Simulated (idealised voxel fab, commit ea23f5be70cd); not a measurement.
Module name: voxel wiring stack (process module)
This is section cut - it's 165 nm across, gridded in 5 nm square cells.
Bands, listed from the top down, are how a cross-section gets written in this document; the cross-section itself is a grid of square cells, and a band is one or more rows of them. Quick guide to a band line: top height, bottom height (nm) up front; then every material left to right with its width in nm. Only one material and it's marked "everywhere"? Then it fills the band edge to edge. And "air" just means empty space. Zero point of the height axis is 0; under it, received wafer = one material. Lowest band: continues down indefinitely, "0 -> down". Width spec "30->40" -> top row of cells at first value, bottom row at second value, equal per-row change in between. What does "nothing altered" mean for a step? It means no cell of the cross-section changed in that step. Closed-off voids of 8+ cells (no open route to the top) go in "Enclosed void list", written width x height at distance from the left edge, in nm. On a step's line, text after the settings is the simulator commenting on that step. overlay nm: on a step with a mask, how far right of its planned place the mask lay; negative means left.
**Below is the list of planned process steps**
1 RECEIVE (material Si)
2 CONFORMAL_DEP (material SiO2; thk nm 10)
3 CONFORMAL_DEP (material SiCN; thk nm 5)
4 DIRECTIONAL_DEP (material SiO2; thk nm 25)
5 DIRECTIONAL_DEP (material aC; thk nm 10)
6 PATTERN (tone open; mask id METAL_1; material resist; width nm 30; pitch nm 45; thk nm 25; overlay nm 0)
7 DIRECTIONAL_ETCH (etch materials aC; depth nm 10)
8 STRIP (etch materials resist)
9 DIRECTIONAL_ETCH (etch materials SiO2; depth nm 25)
10 DIRECTIONAL_ETCH (etch materials SiCN; depth nm 5)
11 STRIP (etch materials aC)
12 CONFORMAL_DEP (material TiN; thk nm 5)
13 FILL_DEP (material W; thk nm 5)
14 CMP (height nm 40)
15 CONFORMAL_DEP (material SiCN; thk nm 5)
16 DIRECTIONAL_DEP (material lowk; thk nm 15)
17 DIRECTIONAL_DEP (material aC; thk nm 15)
18 PATTERN (tone open; mask id PLUG_1; material resist; width nm 15; pitch nm 90; thk nm 35; overlay nm 0)
19 DIRECTIONAL_ETCH (etch materials aC; depth nm 15)
20 STRIP (etch materials resist)
21 DIRECTIONAL_ETCH (etch materials lowk; depth nm 15)
22 DIRECTIONAL_ETCH (etch materials SiCN; depth nm 5)
23 STRIP (etch materials aC)
24 EPI (material Ru; thk nm 10)
25 EPI (material Ru; thk nm 10)
26 DIRECTIONAL_DEP (material TiN; thk nm 5)
27 DIRECTIONAL_DEP (material W; thk nm 25)
28 MASKED_ETCH (tone cover; mask id METAL_2; width nm 30; pitch nm 45; etch materials W; depth nm 25; overlay nm 0)
29 MASKED_ETCH (tone cover; mask id METAL_2; width nm 30; pitch nm 45; etch materials TiN; depth nm 5; overlay nm 0)
30 CONFORMAL_DEP (material SiCN; thk nm 5)
31 FILL_DEP (material SiO2; thk nm 5)
32 CMP (height nm 90)
33 CONFORMAL_DEP (material SiCN; thk nm 5)
34 DIRECTIONAL_DEP (material lowk; thk nm 25)
35 DIRECTIONAL_DEP (material aC; thk nm 15)
36 PATTERN (tone open; mask id METAL_3_HOLES; material resist; width nm 15; pitch nm 45; thk nm 35; overlay nm 0)
37 DIRECTIONAL_ETCH (etch materials aC; depth nm 15)
38 STRIP (etch materials resist)
39 DIRECTIONAL_ETCH (etch materials lowk; depth nm 25)
40 STRIP (etch materials aC)
41 PATTERN (tone open; mask id METAL_3; material resist; width nm 30; pitch nm 45; thk nm 15; overlay nm 0)
42 DIRECTIONAL_ETCH (etch materials lowk; depth nm 15)
43 DIRECTIONAL_ETCH (etch materials SiCN; depth nm 5)
44 STRIP (etch materials resist)
45 CONFORMAL_DEP (material TiN; thk nm 5)
46 FILL_DEP (material Cu; thk nm 5)
47 CMP (height nm 120)
48 CONFORMAL_DEP (material SiCN; thk nm 5)
**First of two wafers, with the run carried out as planned**
**Wafer at receipt (post step 1), cross-section**
    0 -> down: Si everywhere
    Enclosed void list: none
**After step 2, in cross-section**
    10 -> 0: SiO2 everywhere
    At heights below 0, the structure remains unaltered.
**After step 3, in cross-section**
    15 -> 10: SiCN everywhere
    At heights below 10, the structure remains unaltered.
**After step 4, in cross-section**
    40 -> 15: SiO2 everywhere
    At heights below 15, the structure remains unaltered.
**After step 5, in cross-section**
    50 -> 40: aC everywhere
    At heights below 40, the structure remains unaltered.
**After step 6, in cross-section**
    75 -> 50: resist (20) / air (30) / resist (15) / air (30) / resist (15) / air (30) / resist (25)
    At heights below 50, the structure remains unaltered.
**After step 7, in cross-section**
    65 -> 50: resist (20) / air (30) / resist (15) / air (30) / resist (15) / air (30) / resist (25)
    50 -> 40: aC (20) / air (30) / aC (15) / air (30) / aC (15) / air (30) / aC (25)
    At heights below 40, the structure remains unaltered.
**After step 8, in cross-section**
    50 -> 40: aC (20) / air (30) / aC (15) / air (30) / aC (15) / air (30) / aC (25)
    At heights below 40, the structure remains unaltered.
**After step 9, in cross-section**
    50 -> 40: aC (20) / air (30) / aC (15) / air (30) / aC (15) / air (30) / aC (25)
    40 -> 15: SiO2 (20) / air (30) / SiO2 (15) / air (30) / SiO2 (15) / air (30) / SiO2 (25)
    At heights below 15, the structure remains unaltered.
**After step 10, in cross-section**
    50 -> 40: aC (20) / air (30) / aC (15) / air (30) / aC (15) / air (30) / aC (25)
    40 -> 15: SiO2 (20) / air (30) / SiO2 (15) / air (30) / SiO2 (15) / air (30) / SiO2 (25)
    15 -> 10: SiCN (20) / air (30) / SiCN (15) / air (30) / SiCN (15) / air (30) / SiCN (25)
    At heights below 10, the structure remains unaltered.
**After step 11, in cross-section**
    40 -> 15: SiO2 (20) / air (30) / SiO2 (15) / air (30) / SiO2 (15) / air (30) / SiO2 (25)
    At heights below 15, the structure remains unaltered.
**After step 12, in cross-section**
    45 -> 40: TiN (25) / air (20) / TiN (25) / air (20) / TiN (25) / air (20) / TiN (30)
    40 -> 15: SiO2 (20) / TiN (5) / air (20) / TiN (5) / SiO2 (15) / TiN (5) / air (20) / TiN (5) / SiO2 (15) / TiN (5) / air (20) / TiN (5) / SiO2 (25)
    15 -> 10: SiCN (20) / TiN (30) / SiCN (15) / TiN (30) / SiCN (15) / TiN (30) / SiCN (25)
    At heights below 10, the structure remains unaltered.
**After step 13, in cross-section**
    50 -> 45: W everywhere
    45 -> 40: TiN (25) / W (20) / TiN (25) / W (20) / TiN (25) / W (20) / TiN (30)
    40 -> 15: SiO2 (20) / TiN (5) / W (20) / TiN (5) / SiO2 (15) / TiN (5) / W (20) / TiN (5) / SiO2 (15) / TiN (5) / W (20) / TiN (5) / SiO2 (25)
    At heights below 15, the structure remains unaltered.
**After step 14, in cross-section**
    40 -> 15: SiO2 (20) / TiN (5) / W (20) / TiN (5) / SiO2 (15) / TiN (5) / W (20) / TiN (5) / SiO2 (15) / TiN (5) / W (20) / TiN (5) / SiO2 (25)
    At heights below 15, the structure remains unaltered.
**After step 15, in cross-section**
    45 -> 40: SiCN everywhere
    At heights below 40, the structure remains unaltered.
**After step 16, in cross-section**
    60 -> 45: lowk everywhere
    At heights below 45, the structure remains unaltered.
**After step 17, in cross-section**
    75 -> 60: aC everywhere
    At heights below 60, the structure remains unaltered.
**After step 18, in cross-section**
    110 -> 75: resist (20) / air (15) / resist (75) / air (15) / resist (40)
    At heights below 75, the structure remains unaltered.
**After step 19, in cross-section**
    95 -> 75: resist (20) / air (15) / resist (75) / air (15) / resist (40)
    75 -> 60: aC (20) / air (15) / aC (75) / air (15) / aC (40)
    At heights below 60, the structure remains unaltered.
**After step 20, in cross-section**
    75 -> 60: aC (20) / air (15) / aC (75) / air (15) / aC (40)
    At heights below 60, the structure remains unaltered.
**After step 21, in cross-section**
    75 -> 60: aC (20) / air (15) / aC (75) / air (15) / aC (40)
    60 -> 45: lowk (20) / air (15) / lowk (75) / air (15) / lowk (40)
    At heights below 45, the structure remains unaltered.
**After step 22, in cross-section**
    75 -> 60: aC (20) / air (15) / aC (75) / air (15) / aC (40)
    60 -> 45: lowk (20) / air (15) / lowk (75) / air (15) / lowk (40)
    45 -> 40: SiCN (20) / air (15) / SiCN (75) / air (15) / SiCN (40)
    At heights below 40, the structure remains unaltered.
**After step 23, in cross-section**
    60 -> 45: lowk (20) / air (15) / lowk (75) / air (15) / lowk (40)
    At heights below 45, the structure remains unaltered.
**After step 24, in cross-section**
    60 -> 50: lowk (20) / air (15) / lowk (75) / air (15) / lowk (40)
    50 -> 45: lowk (20) / Ru (15) / lowk (75) / Ru (15) / lowk (40)
    45 -> 40: SiCN (20) / Ru (15) / SiCN (75) / Ru (15) / SiCN (40)
    At heights below 40, the structure remains unaltered.
**After step 25, in cross-section**
    60 -> 45: lowk (20) / Ru (15) / lowk (75) / Ru (15) / lowk (40)
    At heights below 45, the structure remains unaltered.
**After step 26, in cross-section**
    65 -> 60: TiN everywhere
    At heights below 60, the structure remains unaltered.
**After step 27, in cross-section**
    90 -> 65: W everywhere
    At heights below 65, the structure remains unaltered.
**After step 28, in cross-section**
    90 -> 65: air (20) / W (30) / air (15) / W (30) / air (15) / W (30) / air (25)
    At heights below 65, the structure remains unaltered.
**After step 29, in cross-section**
    90 -> 65: air (20) / W (30) / air (15) / W (30) / air (15) / W (30) / air (25)
    65 -> 60: air (20) / TiN (30) / air (15) / TiN (30) / air (15) / TiN (30) / air (25)
    At heights below 60, the structure remains unaltered.
**After step 30, in cross-section**
    95 -> 90: air (15) / SiCN (40) / air (5) / SiCN (40) / air (5) / SiCN (40) / air (20)
    90 -> 65: air (15) / SiCN (5) / W (30) / SiCN (5) / air (5) / SiCN (5) / W (30) / SiCN (5) / air (5) / SiCN (5) / W (30) / SiCN (5) / air (20)
    65 -> 60: SiCN (20) / TiN (30) / SiCN (15) / TiN (30) / SiCN (15) / TiN (30) / SiCN (25)
    At heights below 60, the structure remains unaltered.
**After step 31, in cross-section**
    100 -> 95: SiO2 everywhere
    95 -> 90: SiO2 (15) / SiCN (40) / SiO2 (5) / SiCN (40) / SiO2 (5) / SiCN (40) / SiO2 (20)
    90 -> 65: SiO2 (15) / SiCN (5) / W (30) / SiCN (5) / SiO2 (5) / SiCN (5) / W (30) / SiCN (5) / SiO2 (5) / SiCN (5) / W (30) / SiCN (5) / SiO2 (20)
    At heights below 65, the structure remains unaltered.
**After step 32, in cross-section**
    90 -> 65: SiO2 (15) / SiCN (5) / W (30) / SiCN (5) / SiO2 (5) / SiCN (5) / W (30) / SiCN (5) / SiO2 (5) / SiCN (5) / W (30) / SiCN (5) / SiO2 (20)
    At heights below 65, the structure remains unaltered.
**After step 33, in cross-section**
    95 -> 90: SiCN everywhere
    At heights below 90, the structure remains unaltered.
**After step 34, in cross-section**
    120 -> 95: lowk everywhere
    At heights below 95, the structure remains unaltered.
**After step 35, in cross-section**
    135 -> 120: aC everywhere
    At heights below 120, the structure remains unaltered.
**After step 36, in cross-section**
    170 -> 135: resist (20) / air (15) / resist (30) / air (15) / resist (30) / air (15) / resist (40)
    At heights below 135, the structure remains unaltered.
**After step 37, in cross-section**
    155 -> 135: resist (20) / air (15) / resist (30) / air (15) / resist (30) / air (15) / resist (40)
    135 -> 120: aC (20) / air (15) / aC (30) / air (15) / aC (30) / air (15) / aC (40)
    At heights below 120, the structure remains unaltered.
**After step 38, in cross-section**
    135 -> 120: aC (20) / air (15) / aC (30) / air (15) / aC (30) / air (15) / aC (40)
    At heights below 120, the structure remains unaltered.
**After step 39, in cross-section**
    135 -> 120: aC (20) / air (15) / aC (30) / air (15) / aC (30) / air (15) / aC (40)
    120 -> 95: lowk (20) / air (15) / lowk (30) / air (15) / lowk (30) / air (15) / lowk (40)
    At heights below 95, the structure remains unaltered.
**After step 40, in cross-section**
    120 -> 95: lowk (20) / air (15) / lowk (30) / air (15) / lowk (30) / air (15) / lowk (40)
    At heights below 95, the structure remains unaltered.
**After step 41, in cross-section**
    135 -> 120: resist (20) / air (30) / resist (15) / air (30) / resist (15) / air (30) / resist (25)
    At heights below 120, the structure remains unaltered.
**After step 42, in cross-section**
    135 -> 120: resist (20) / air (30) / resist (15) / air (30) / resist (15) / air (30) / resist (25)
    120 -> 105: lowk (20) / air (30) / lowk (15) / air (30) / lowk (15) / air (30) / lowk (25)
    At heights below 105, the structure remains unaltered.
**After step 43, in cross-section**
    135 -> 120: resist (20) / air (30) / resist (15) / air (30) / resist (15) / air (30) / resist (25)
    120 -> 105: lowk (20) / air (30) / lowk (15) / air (30) / lowk (15) / air (30) / lowk (25)
    105 -> 95: lowk (20) / air (15) / lowk (30) / air (15) / lowk (30) / air (15) / lowk (40)
    95 -> 90: SiCN (20) / air (15) / SiCN (30) / air (15) / SiCN (30) / air (15) / SiCN (40)
    At heights below 90, the structure remains unaltered.
**After step 44, in cross-section**
    120 -> 105: lowk (20) / air (30) / lowk (15) / air (30) / lowk (15) / air (30) / lowk (25)
    At heights below 105, the structure remains unaltered.
**After step 45, in cross-section**
    125 -> 120: TiN (25) / air (20) / TiN (25) / air (20) / TiN (25) / air (20) / TiN (30)
    120 -> 110: lowk (20) / TiN (5) / air (20) / TiN (5) / lowk (15) / TiN (5) / air (20) / TiN (5) / lowk (15) / TiN (5) / air (20) / TiN (5) / lowk (25)
    110 -> 105: lowk (20) / TiN (5) / air (5) / TiN (20) / lowk (15) / TiN (5) / air (5) / TiN (20) / lowk (15) / TiN (5) / air (5) / TiN (20) / lowk (25)
    105 -> 95: lowk (20) / TiN (5) / air (5) / TiN (5) / lowk (30) / TiN (5) / air (5) / TiN (5) / lowk (30) / TiN (5) / air (5) / TiN (5) / lowk (40)
    95 -> 90: SiCN (20) / TiN (15) / SiCN (30) / TiN (15) / SiCN (30) / TiN (15) / SiCN (40)
    At heights below 90, the structure remains unaltered.
**After step 46, in cross-section**
    130 -> 125: Cu everywhere
    125 -> 120: TiN (25) / Cu (20) / TiN (25) / Cu (20) / TiN (25) / Cu (20) / TiN (30)
    120 -> 110: lowk (20) / TiN (5) / Cu (20) / TiN (5) / lowk (15) / TiN (5) / Cu (20) / TiN (5) / lowk (15) / TiN (5) / Cu (20) / TiN (5) / lowk (25)
    110 -> 105: lowk (20) / TiN (5) / Cu (5) / TiN (20) / lowk (15) / TiN (5) / Cu (5) / TiN (20) / lowk (15) / TiN (5) / Cu (5) / TiN (20) / lowk (25)
    105 -> 95: lowk (20) / TiN (5) / Cu (5) / TiN (5) / lowk (30) / TiN (5) / Cu (5) / TiN (5) / lowk (30) / TiN (5) / Cu (5) / TiN (5) / lowk (40)
    At heights below 95, the structure remains unaltered.
**After step 47, in cross-section**
    120 -> 110: lowk (20) / TiN (5) / Cu (20) / TiN (5) / lowk (15) / TiN (5) / Cu (20) / TiN (5) / lowk (15) / TiN (5) / Cu (20) / TiN (5) / lowk (25)
    At heights below 110, the structure remains unaltered.
**After step 48, in cross-section**
    125 -> 120: SiCN everywhere
    At heights below 120, the structure remains unaltered.
**Notes, second wafer: start = first wafer's, plan = first wafer's, execution had one mistake; history identical to first through step 17**
**Second wafer, section view, time point: scheduled end of step 18**
    110 -> 75: resist (15) / air (15) / resist (75) / air (15) / resist (45)
    At heights below 75, the structure remains unaltered.
**Second wafer, section view, time point: scheduled end of step 19**
    95 -> 75: resist (15) / air (15) / resist (75) / air (15) / resist (45)
    75 -> 60: aC (15) / air (15) / aC (75) / air (15) / aC (45)
    At heights below 60, the structure remains unaltered.
**Second wafer, section view, time point: scheduled end of step 20**
    75 -> 60: aC (15) / air (15) / aC (75) / air (15) / aC (45)
    At heights below 60, the structure remains unaltered.
**Second wafer, section view, time point: scheduled end of step 21**
    75 -> 60: aC (15) / air (15) / aC (75) / air (15) / aC (45)
    60 -> 45: lowk (15) / air (15) / lowk (75) / air (15) / lowk (45)
    At heights below 45, the structure remains unaltered.
**Second wafer, section view, time point: scheduled end of step 22**
    75 -> 60: aC (15) / air (15) / aC (75) / air (15) / aC (45)
    60 -> 45: lowk (15) / air (15) / lowk (75) / air (15) / lowk (45)
    45 -> 40: SiCN (15) / air (15) / SiCN (75) / air (15) / SiCN (45)
    At heights below 40, the structure remains unaltered.
**Second wafer, section view, time point: scheduled end of step 23**
    60 -> 45: lowk (15) / air (15) / lowk (75) / air (15) / lowk (45)
    At heights below 45, the structure remains unaltered.
**Second wafer, section view, time point: scheduled end of step 24**
    60 -> 50: lowk (15) / air (15) / lowk (75) / air (15) / lowk (45)
    50 -> 45: lowk (15) / Ru (15) / lowk (75) / Ru (15) / lowk (45)
    45 -> 40: SiCN (15) / Ru (15) / SiCN (75) / Ru (15) / SiCN (45)
    At heights below 40, the structure remains unaltered.
**Second wafer, section view, time point: scheduled end of step 25**
    60 -> 45: lowk (15) / Ru (15) / lowk (75) / Ru (15) / lowk (45)
    At heights below 45, the structure remains unaltered.
**Second wafer, section view, time point: scheduled end of step 26**
    65 -> 60: TiN everywhere
    At heights below 60, the structure remains unaltered.
**Second wafer, section view, time point: scheduled end of step 27**
    90 -> 65: W everywhere
    At heights below 65, the structure remains unaltered.
**Second wafer, section view, time point: scheduled end of step 28**
    90 -> 65: air (20) / W (30) / air (15) / W (30) / air (15) / W (30) / air (25)
    At heights below 65, the structure remains unaltered.
**Second wafer, section view, time point: scheduled end of step 29**
    90 -> 65: air (20) / W (30) / air (15) / W (30) / air (15) / W (30) / air (25)
    65 -> 60: air (20) / TiN (30) / air (15) / TiN (30) / air (15) / TiN (30) / air (25)
    At heights below 60, the structure remains unaltered.
**Second wafer, section view, time point: scheduled end of step 30**
    95 -> 90: air (15) / SiCN (40) / air (5) / SiCN (40) / air (5) / SiCN (40) / air (20)
    90 -> 65: air (15) / SiCN (5) / W (30) / SiCN (5) / air (5) / SiCN (5) / W (30) / SiCN (5) / air (5) / SiCN (5) / W (30) / SiCN (5) / air (20)
    65 -> 60: SiCN (20) / TiN (30) / SiCN (15) / TiN (30) / SiCN (15) / TiN (30) / SiCN (25)
    At heights below 60, the structure remains unaltered.
**Second wafer, section view, time point: scheduled end of step 31**
    100 -> 95: SiO2 everywhere
    95 -> 90: SiO2 (15) / SiCN (40) / SiO2 (5) / SiCN (40) / SiO2 (5) / SiCN (40) / SiO2 (20)
    90 -> 65: SiO2 (15) / SiCN (5) / W (30) / SiCN (5) / SiO2 (5) / SiCN (5) / W (30) / SiCN (5) / SiO2 (5) / SiCN (5) / W (30) / SiCN (5) / SiO2 (20)
    At heights below 65, the structure remains unaltered.
**Second wafer, section view, time point: scheduled end of step 32**
    90 -> 65: SiO2 (15) / SiCN (5) / W (30) / SiCN (5) / SiO2 (5) / SiCN (5) / W (30) / SiCN (5) / SiO2 (5) / SiCN (5) / W (30) / SiCN (5) / SiO2 (20)
    At heights below 65, the structure remains unaltered.
**Second wafer, section view, time point: scheduled end of step 33**
    95 -> 90: SiCN everywhere
    At heights below 90, the structure remains unaltered.
**Second wafer, section view, time point: scheduled end of step 34**
    120 -> 95: lowk everywhere
    At heights below 95, the structure remains unaltered.
**Second wafer, section view, time point: scheduled end of step 35**
    135 -> 120: aC everywhere
    At heights below 120, the structure remains unaltered.
**Second wafer, section view, time point: scheduled end of step 36**
    170 -> 135: resist (20) / air (15) / resist (30) / air (15) / resist (30) / air (15) / resist (40)
    At heights below 135, the structure remains unaltered.
**Second wafer, section view, time point: scheduled end of step 37**
    155 -> 135: resist (20) / air (15) / resist (30) / air (15) / resist (30) / air (15) / resist (40)
    135 -> 120: aC (20) / air (15) / aC (30) / air (15) / aC (30) / air (15) / aC (40)
    At heights below 120, the structure remains unaltered.
**Second wafer, section view, time point: scheduled end of step 38**
    135 -> 120: aC (20) / air (15) / aC (30) / air (15) / aC (30) / air (15) / aC (40)
    At heights below 120, the structure remains unaltered.
**Second wafer, section view, time point: scheduled end of step 39**
    135 -> 120: aC (20) / air (15) / aC (30) / air (15) / aC (30) / air (15) / aC (40)
    120 -> 95: lowk (20) / air (15) / lowk (30) / air (15) / lowk (30) / air (15) / lowk (40)
    At heights below 95, the structure remains unaltered.
**Second wafer, section view, time point: scheduled end of step 40**
    120 -> 95: lowk (20) / air (15) / lowk (30) / air (15) / lowk (30) / air (15) / lowk (40)
    At heights below 95, the structure remains unaltered.
**Second wafer, section view, time point: scheduled end of step 41**
    135 -> 120: resist (20) / air (30) / resist (15) / air (30) / resist (15) / air (30) / resist (25)
    At heights below 120, the structure remains unaltered.
**Second wafer, section view, time point: scheduled end of step 42**
    135 -> 120: resist (20) / air (30) / resist (15) / air (30) / resist (15) / air (30) / resist (25)
    120 -> 105: lowk (20) / air (30) / lowk (15) / air (30) / lowk (15) / air (30) / lowk (25)
    At heights below 105, the structure remains unaltered.
**Second wafer, section view, time point: scheduled end of step 43**
    135 -> 120: resist (20) / air (30) / resist (15) / air (30) / resist (15) / air (30) / resist (25)
    120 -> 105: lowk (20) / air (30) / lowk (15) / air (30) / lowk (15) / air (30) / lowk (25)
    105 -> 95: lowk (20) / air (15) / lowk (30) / air (15) / lowk (30) / air (15) / lowk (40)
    95 -> 90: SiCN (20) / air (15) / SiCN (30) / air (15) / SiCN (30) / air (15) / SiCN (40)
    At heights below 90, the structure remains unaltered.
**Second wafer, section view, time point: scheduled end of step 44**
    120 -> 105: lowk (20) / air (30) / lowk (15) / air (30) / lowk (15) / air (30) / lowk (25)
    At heights below 105, the structure remains unaltered.
**Second wafer, section view, time point: scheduled end of step 45**
    125 -> 120: TiN (25) / air (20) / TiN (25) / air (20) / TiN (25) / air (20) / TiN (30)
    120 -> 110: lowk (20) / TiN (5) / air (20) / TiN (5) / lowk (15) / TiN (5) / air (20) / TiN (5) / lowk (15) / TiN (5) / air (20) / TiN (5) / lowk (25)
    110 -> 105: lowk (20) / TiN (5) / air (5) / TiN (20) / lowk (15) / TiN (5) / air (5) / TiN (20) / lowk (15) / TiN (5) / air (5) / TiN (20) / lowk (25)
    105 -> 95: lowk (20) / TiN (5) / air (5) / TiN (5) / lowk (30) / TiN (5) / air (5) / TiN (5) / lowk (30) / TiN (5) / air (5) / TiN (5) / lowk (40)
    95 -> 90: SiCN (20) / TiN (15) / SiCN (30) / TiN (15) / SiCN (30) / TiN (15) / SiCN (40)
    At heights below 90, the structure remains unaltered.
**Second wafer, section view, time point: scheduled end of step 46**
    130 -> 125: Cu everywhere
    125 -> 120: TiN (25) / Cu (20) / TiN (25) / Cu (20) / TiN (25) / Cu (20) / TiN (30)
    120 -> 110: lowk (20) / TiN (5) / Cu (20) / TiN (5) / lowk (15) / TiN (5) / Cu (20) / TiN (5) / lowk (15) / TiN (5) / Cu (20) / TiN (5) / lowk (25)
    110 -> 105: lowk (20) / TiN (5) / Cu (5) / TiN (20) / lowk (15) / TiN (5) / Cu (5) / TiN (20) / lowk (15) / TiN (5) / Cu (5) / TiN (20) / lowk (25)
    105 -> 95: lowk (20) / TiN (5) / Cu (5) / TiN (5) / lowk (30) / TiN (5) / Cu (5) / TiN (5) / lowk (30) / TiN (5) / Cu (5) / TiN (5) / lowk (40)
    At heights below 95, the structure remains unaltered.
**Second wafer, section view, time point: scheduled end of step 47**
    120 -> 110: lowk (20) / TiN (5) / Cu (20) / TiN (5) / lowk (15) / TiN (5) / Cu (20) / TiN (5) / lowk (15) / TiN (5) / Cu (20) / TiN (5) / lowk (25)
    At heights below 110, the structure remains unaltered.
**Second wafer, section view, time point: scheduled end of step 48**
    125 -> 120: SiCN everywhere
    At heights below 120, the structure remains unaltered.
Which mistake was made when the wafer was run? note that step 18 departed from the planned setting and was carried out as PATTERN (tone open; mask id PLUG_1; material resist; width nm 15; pitch nm 90; thk nm 35; overlay nm -5)
Same inventory, different map: at the end, the second wafer holds as many cells of each material as the first, placed elsewhere.
